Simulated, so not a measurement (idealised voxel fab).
This section sets out a process module, namely voxel double patterning.
The figure presents cross-section cut, which has a width of 180 nm and is divided into square cells with an edge length of 5 nm.
Think of the cross-section as a grid of square cells. We describe it in bands, top to bottom, and each band covers one or more rows of those cells. Band: top height; bottom height; in nm. Then, left to right: material with width in nm, for each material. "throughout": a single material spanning edge to edge. "air": empty space. Convention: height 0 is the level below which the wafer, as received, is all one material. The lowest band does not terminate at the bottom but continues downward, represented as "0 nm and below". So if you see something like "30..40" for the width, read it as the top row of the band sitting at the first number and the bottom row at the second, with every row in between moving by the same amount as the last. What does "changes: none" mean for a step? It means no cell of the cross-section changed in that step. For the entry "Closed void listing", the listed items are empty spaces with no open way to the top whose size is 8 cells or more; each item follows the pattern width x height at distance, where distance is from the left edge and all three are in nm. The remark found on a step's line after its settings is issued by the simulator itself and pertains to that step. "overlay nm", when on a step's line for a step with a mask, measures how far to the right of its planned place the mask lay; a negative measure means to the left.
LIST OF PLANNED PROCESS STEPS
1: RECEIVE: material Si
2: CONFORMAL_DEP: material SiO2, thk nm 10
3: DIRECTIONAL_DEP: material polySi, thk nm 20
4: DIRECTIONAL_DEP: material SiN, thk nm 5
5: DIRECTIONAL_DEP: material aC, thk nm 10
6: PATTERN: tone open, mask id FIRST, material resist, width nm 15, pitch nm 50, thk nm 25, overlay nm 0
7: DIRECTIONAL_ETCH: etch materials aC, depth nm 10
8: STRIP: etch materials resist
9: DIRECTIONAL_ETCH: etch materials SiN, depth nm 5
10: STRIP: etch materials aC
11: DIRECTIONAL_DEP: material aC, thk nm 15
12: PATTERN: tone open, mask id SECOND, material resist, width nm 15, pitch nm 50, thk nm 30, overlay nm 0
13: DIRECTIONAL_ETCH: etch materials aC, depth nm 15
14: STRIP: etch materials resist
15: DIRECTIONAL_ETCH: etch materials SiN, depth nm 5
16: STRIP: etch materials aC
17: DIRECTIONAL_ETCH: etch materials polySi, depth nm 20
18: STRIP: etch materials SiN
HERE'S WHAT THE WAFER LOOKED LIKE IN CROSS-SECTION WHEN IT ARRIVED - THAT'S AFTER STEP 1
  0 nm and below  Si throughout
  Closed void listing: none
THE PLAN ABOVE WAS CARRIED OUT ON THE STARTING STRUCTURE ABOVE WITH ONE MISTAKE, AND THIS CROSS-SECTION SHOWS THE WAFER AT THE END OF THE MODULE
  30 nm to 10 nm  polySi=25  air=25  polySi=5  air=15  polySi=5  air=25  polySi=5  air=15  polySi=5  air=25  polySi=30
  10 nm to 0 nm  SiO2 throughout
  0 nm and below  Si throughout
  Closed void listing: none
Misprocessing identified: step 6 went in with a setting other than planned; the actual run was PATTERN: tone open, mask id FIRST, material resist, width nm 25, pitch nm 50, thk nm 25, overlay nm 0
